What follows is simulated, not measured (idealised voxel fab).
process module | voxel fin reveal
cross-section cut | 250 nm wide | cells 5 nm
A cross-section is a grid of square cells, given in bands from the top down. A band is one or more rows of cells.
Each band's line starts with the height of the band's top and of its bottom, in nm. Then come its materials from left to right, each with its width in nm. One material with "throughout" fills the band from edge to edge. "air" is empty space.
Height 0 is the level under which the wafer as received is all one material. The lowest band goes on downwards, as in "0 down".
A width such as "30 to 40" changes by the same amount from each row of cells to the next, from the band's top row to its bottom row.
"no change" after a step means that no cell of the cross-section changed.
closed voids: empty space of 8 cells or more with no open way to the top, each as width x height at its distance from the left edge, in nm
after a step's settings: what the simulator itself notes on the step
overlay nm, on a step with a mask: how far to the right of its planned place the mask lay; to the left if negative
plan
1 op RECEIVE | material Si
2 op CONFORMAL_DEP | material SiN | thk nm 5
3 op DIRECTIONAL_DEP | material aC | thk nm 15
4 op PATTERN | tone cover | mask id FINS | material resist | width nm 15 | pitch nm 35 | thk nm 35 | overlay nm 0
5 op DIRECTIONAL_ETCH | etch materials aC | depth nm 15
6 op STRIP | etch materials resist
7 op DIRECTIONAL_ETCH | etch materials SiN | depth nm 5
8 op DIRECTIONAL_ETCH | etch materials Si | depth nm 30
9 op STRIP | etch materials aC
10 op FILL_DEP | material SiO2 | thk nm 5
11 op CMP | height nm 5
12 op SELECTIVE_ETCH | etch materials SiO2 | depth nm 25
13 op STRIP | etch materials SiN
14 op CONFORMAL_DEP | material HfO2 | thk nm 5
first wafer, as planned
as received, after step 1
  0 down: Si throughout
  closed voids: none
after step 2
  5 to 0: SiN throughout
  below 0: unchanged
after step 3
  20 to 5: aC throughout
  below 5: unchanged
after step 4
  55 to 20: air 65 | resist 15 | air 20 | resist 15 | air 20 | resist 15 | air 20 | resist 15 | air 65
  below 20: unchanged
after step 5
  40 to 20: air 65 | resist 15 | air 20 | resist 15 | air 20 | resist 15 | air 20 | resist 15 | air 65
  20 to 5: air 65 | aC 15 | air 20 | aC 15 | air 20 | aC 15 | air 20 | aC 15 | air 65
  below 5: unchanged
after step 6
  20 to 5: air 65 | aC 15 | air 20 | aC 15 | air 20 | aC 15 | air 20 | aC 15 | air 65
  below 5: unchanged
after step 7
  20 to 5: air 65 | aC 15 | air 20 | aC 15 | air 20 | aC 15 | air 20 | aC 15 | air 65
  5 to 0: air 65 | SiN 15 | air 20 | SiN 15 | air 20 | SiN 15 | air 20 | SiN 15 | air 65
  below 0: unchanged
after step 8
  20 to 5: air 65 | aC 15 | air 20 | aC 15 | air 20 | aC 15 | air 20 | aC 15 | air 65
  5 to 0: air 65 | SiN 15 | air 20 | SiN 15 | air 20 | SiN 15 | air 20 | SiN 15 | air 65
  0 to -30: air 65 | Si 15 | air 20 | Si 15 | air 20 | Si 15 | air 20 | Si 15 | air 65
  below -30: unchanged
after step 9
  5 to 0: air 65 | SiN 15 | air 20 | SiN 15 | air 20 | SiN 15 | air 20 | SiN 15 | air 65
  below 0: unchanged
after step 10
  10 to 5: SiO2 throughout
  5 to 0: SiO2 65 | SiN 15 | SiO2 20 | SiN 15 | SiO2 20 | SiN 15 | SiO2 20 | SiN 15 | SiO2 65
  0 to -30: SiO2 65 | Si 15 | SiO2 20 | Si 15 | SiO2 20 | Si 15 | SiO2 20 | Si 15 | SiO2 65
  below -30: unchanged
after step 11
  5 to 0: SiO2 65 | SiN 15 | SiO2 20 | SiN 15 | SiO2 20 | SiN 15 | SiO2 20 | SiN 15 | SiO2 65
  below 0: unchanged
after step 12
  5 to 0: air 65 | SiN 15 | air 20 | SiN 15 | air 20 | SiN 15 | air 20 | SiN 15 | air 65
  0 to -20: air 65 | Si 15 | air 20 | Si 15 | air 20 | Si 15 | air 20 | Si 15 | air 65
  below -20: unchanged
after step 13
  0 to -20: air 65 | Si 15 | air 20 | Si 15 | air 20 | Si 15 | air 20 | Si 15 | air 65
  below -20: unchanged
after step 14
  5 to 0: air 60 | HfO2 25 | air 10 | HfO2 25 | air 10 | HfO2 25 | air 10 | HfO2 25 | air 60
  0 to -15: air 60 | HfO2 5 | Si 15 | HfO2 5 | air 10 | HfO2 5 | Si 15 | HfO2 5 | air 10 | HfO2 5 | Si 15 | HfO2 5 | air 10 | HfO2 5 | Si 15 | HfO2 5 | air 60
  -15 to -20: HfO2 65 | Si 15 | HfO2 20 | Si 15 | HfO2 20 | Si 15 | HfO2 20 | Si 15 | HfO2 65
  below -20: unchanged
second wafer: like start, like plan, one mistake. Through step 3 it matches the first wafer
when step 4 should have ended
  55 to 20: air 65 | resist 20 | air 15 | resist 20 | air 15 | resist 20 | air 15 | resist 20 | air 60
  below 20: unchanged
when step 5 should have ended
  40 to 20: air 65 | resist 20 | air 15 | resist 20 | air 15 | resist 20 | air 15 | resist 20 | air 60
  20 to 5: air 65 | aC 20 | air 15 | aC 20 | air 15 | aC 20 | air 15 | aC 20 | air 60
  below 5: unchanged
when step 6 should have ended
  20 to 5: air 65 | aC 20 | air 15 | aC 20 | air 15 | aC 20 | air 15 | aC 20 | air 60
  below 5: unchanged
when step 7 should have ended
  20 to 5: air 65 | aC 20 | air 15 | aC 20 | air 15 | aC 20 | air 15 | aC 20 | air 60
  5 to 0: air 65 | SiN 20 | air 15 | SiN 20 | air 15 | SiN 20 | air 15 | SiN 20 | air 60
  below 0: unchanged
when step 8 should have ended
  20 to 5: air 65 | aC 20 | air 15 | aC 20 | air 15 | aC 20 | air 15 | aC 20 | air 60
  5 to 0: air 65 | SiN 20 | air 15 | SiN 20 | air 15 | SiN 20 | air 15 | SiN 20 | air 60
  0 to -30: air 65 | Si 20 | air 15 | Si 20 | air 15 | Si 20 | air 15 | Si 20 | air 60
  below -30: unchanged
when step 9 should have ended
  5 to 0: air 65 | SiN 20 | air 15 | SiN 20 | air 15 | SiN 20 | air 15 | SiN 20 | air 60
  below 0: unchanged
when step 10 should have ended
  10 to 5: SiO2 throughout
  5 to 0: SiO2 65 | SiN 20 | SiO2 15 | SiN 20 | SiO2 15 | SiN 20 | SiO2 15 | SiN 20 | SiO2 60
  0 to -30: SiO2 65 | Si 20 | SiO2 15 | Si 20 | SiO2 15 | Si 20 | SiO2 15 | Si 20 | SiO2 60
  below -30: unchanged
when step 11 should have ended
  5 to 0: SiO2 65 | SiN 20 | SiO2 15 | SiN 20 | SiO2 15 | SiN 20 | SiO2 15 | SiN 20 | SiO2 60
  below 0: unchanged
when step 12 should have ended
  5 to 0: air 65 | SiN 20 | air 15 | SiN 20 | air 15 | SiN 20 | air 15 | SiN 20 | air 60
  0 to -20: air 65 | Si 20 | air 15 | Si 20 | air 15 | Si 20 | air 15 | Si 20 | air 60
  below -20: unchanged
when step 13 should have ended
  0 to -20: air 65 | Si 20 | air 15 | Si 20 | air 15 | Si 20 | air 15 | Si 20 | air 60
  below -20: unchanged
when step 14 should have ended
  5 to 0: air 60 | HfO2 30 | air 5 | HfO2 30 | air 5 | HfO2 30 | air 5 | HfO2 30 | air 55
  0 to -15: air 60 | HfO2 5 | Si 20 | HfO2 5 | air 5 | HfO2 5 | Si 20 | HfO2 5 | air 5 | HfO2 5 | Si 20 | HfO2 5 | air 5 | HfO2 5 | Si 20 | HfO2 5 | air 55
  -15 to -20: HfO2 65 | Si 20 | HfO2 15 | Si 20 | HfO2 15 | Si 20 | HfO2 15 | Si 20 | HfO2 60
  below -20: unchanged
what went wrong: step 4 ran as: op PATTERN | tone cover | mask id FINS | material resist | width nm 20 | pitch nm 35 | thk nm 35 | overlay nm 0
at the end the second wafer has, in cells: 24 more of Si | 8 fewer of SiO2
